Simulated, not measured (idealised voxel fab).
voxel gate over fins: a process module
It is cross-section cut that appears here, measuring 285 nm in width, its square cells being 5 nm in size.
Heads up, the way a cross-section reads in here is a grid of square cells, handed over as bands from the top down, with every band being one or more rows of cells.
It is stipulated that each band's entry specify, in nanometres, the height of the top of the band and then that of its bottom, followed by the materials of the band in left-to-right sequence, each together with its width in nanometres. A single material marked by the word "everywhere" is understood to fill the band from edge to edge; the word "air" is understood to denote empty space.
Convention: height 0 is the level below which the wafer, as received, is all one material. The lowest band does not terminate at the bottom but continues downward, represented as "0 down".
A width given as "30 to 40" starts at the first number in the band's top row and ends at the second number in its bottom row, shifting by an equal amount at every step from row to row.
Any step labelled "no alterations made" changed none of the cells in the cross-section.
The entry "Closed empty spaces" lists the empty spaces that cover at least 8 cells and have no open path to the top. Each is written as width x height at distance, where the distance is measured from the left edge and all three values are in nm.
Read whatever lies past the settings on a step's line as the simulator's own remark about the step.
The "overlay nm" setting may appear on a step's line; for a step that uses a mask, it gives how far to the right of its planned position the mask lay, and a negative value indicates the left.

## Process steps foreseen in the plan
step 1: RECEIVE | material Si
step 2: CONFORMAL_DEP | material SiN | thk nm 10
step 3: PATTERN | tone cover | mask id FINS | material resist | width nm 15 | pitch nm 40 | thk nm 15 | overlay nm 0
step 4: DIRECTIONAL_ETCH | etch materials SiN | depth nm 10
step 5: DIRECTIONAL_ETCH | etch materials Si | depth nm 30
step 6: STRIP | etch materials resist
step 7: FILL_DEP | material SiO2 | thk nm 5
step 8: CMP | height nm 10
step 9: SELECTIVE_ETCH | etch materials SiO2 | depth nm 25
step 10: STRIP | etch materials SiN
step 11: CONFORMAL_DEP | material HfO2 | thk nm 5
step 12: CONFORMAL_DEP | material TiN | thk nm 5
step 13: FILL_DEP | material W | thk nm 10
step 14: CMP | height nm 15
step 15: CONFORMAL_DEP | material SiCN | thk nm 10

## Incoming wafer in cross-section (state: after step 1)
- 0 down | Si everywhere
- Closed empty spaces: none

## Here's the wafer cut in cross-section after the module, started and planned just like above, except one thing was done wrong in the run
- 25 to 15 | SiCN everywhere
- 15 to 10 | W everywhere
- 10 to 5 | TiN everywhere
- 5 to 0 | HfO2 (120); TiN (5); HfO2 (35); TiN (5); HfO2 (120)
- 0 to -10 | Si (115); HfO2 (5); TiN (5); HfO2 (5); Si (25); HfO2 (5); TiN (5); HfO2 (5); Si (115)
- -10 to -15 | Si (115); HfO2 (15); Si (25); HfO2 (15); Si (115)
- -15 to -30 | Si (115); SiO2 (15); Si (25); SiO2 (15); Si (115)
- -30 down | Si everywhere
- Closed empty spaces: none
what went wrong: not per plan at step 3, really ran PATTERN | tone open | mask id FINS | material resist | width nm 15 | pitch nm 40 | thk nm 15 | overlay nm 0
